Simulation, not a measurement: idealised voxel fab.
Name of the process module below: voxel released beams
The cross-section on display is named cut; it measures 140 nm wide, and its cells are 5 nm squares.
Cross-section layout: square cells on a grid; listed as bands, top to bottom; a band spans one or more cell rows.
Top, bottom (nm), then materials left to right with widths (nm); lone material tagged "everywhere" fills the whole band edge to edge; "air" = empty space.
All heights in this document are referenced to 0, defined as the level beneath which the wafer, as received, consists entirely of one material. The lowest band is not bounded below; it extends indefinitely downward and is written in the form "from 0 down".
A width given as "30 to 40" starts at the first number in the band's top row and ends at the second number in its bottom row, shifting by an equal amount at every step from row to row.
Where the words "remained unchanged" appear for a step, the cross-section shows no cell changed by that step; every cell remained as before.
If an empty space has no open way to the top and is at least 8 cells in size, "Sealed void listing" lists it, written width x height at distance, where distance is measured from the left edge and every value is in nm.
Post-settings text on a step line: simulator's own remark regarding the step.
overlay nm: for a step with a mask, the amount by which the mask lay right of where it was planned; a negative amount means left of it.
### So here's the lineup of process steps we planned
1) RECEIVE,material Si
2) CONFORMAL_DEP,material SiN,thk nm 10
3) DIRECTIONAL_DEP,material SiO2,thk nm 10
4) MASKED_ETCH,tone open,mask id ANCHOR,width nm 35,etch materials SiO2,depth nm 10,overlay nm 0
5) CONFORMAL_DEP,material polySi,thk nm 15
6) DIRECTIONAL_DEP,material aC,thk nm 15
7) PATTERN,tone cover,mask id BEAM,material resist,width nm 80,thk nm 35,overlay nm 0
8) DIRECTIONAL_ETCH,etch materials aC,depth nm 15
9) STRIP,etch materials resist
10) DIRECTIONAL_ETCH,etch materials polySi,depth nm 15
11) STRIP,etch materials aC
12) STRIP,etch materials SiO2
### as received, after step 1
* from 0 down | Si everywhere
* Sealed void listing: none
### first wafer at the end, as planned
* from 35 to 25 | air (25) / polySi (20) / air (5) / polySi (55) / air (35)
* from 25 to 20 | air (25) / polySi (80) / air (35)
* from 20 to 10 | air (30) / polySi (35) / air (75)
* from 10 to 0 | SiN everywhere
* from 0 down | Si everywhere
* Sealed void listing: none
### End of module, second wafer, cross-section. Started like the first, planned like the first, run with one mistake
* from 30 to 20 | air (25) / polySi (15) / air (15) / polySi (50) / air (35)
* from 20 to 10 | air (30) / polySi (35) / air (75)
* from 10 to 0 | SiN everywhere
* from 0 down | Si everywhere
* Sealed void listing: none
What went wrong in running the wafer? contrary to plan, step 5 was performed as CONFORMAL_DEP,material polySi,thk nm 10
Counted in cells at the end, the second wafer holds more or fewer of these materials than the first: polySi: 20 fewer
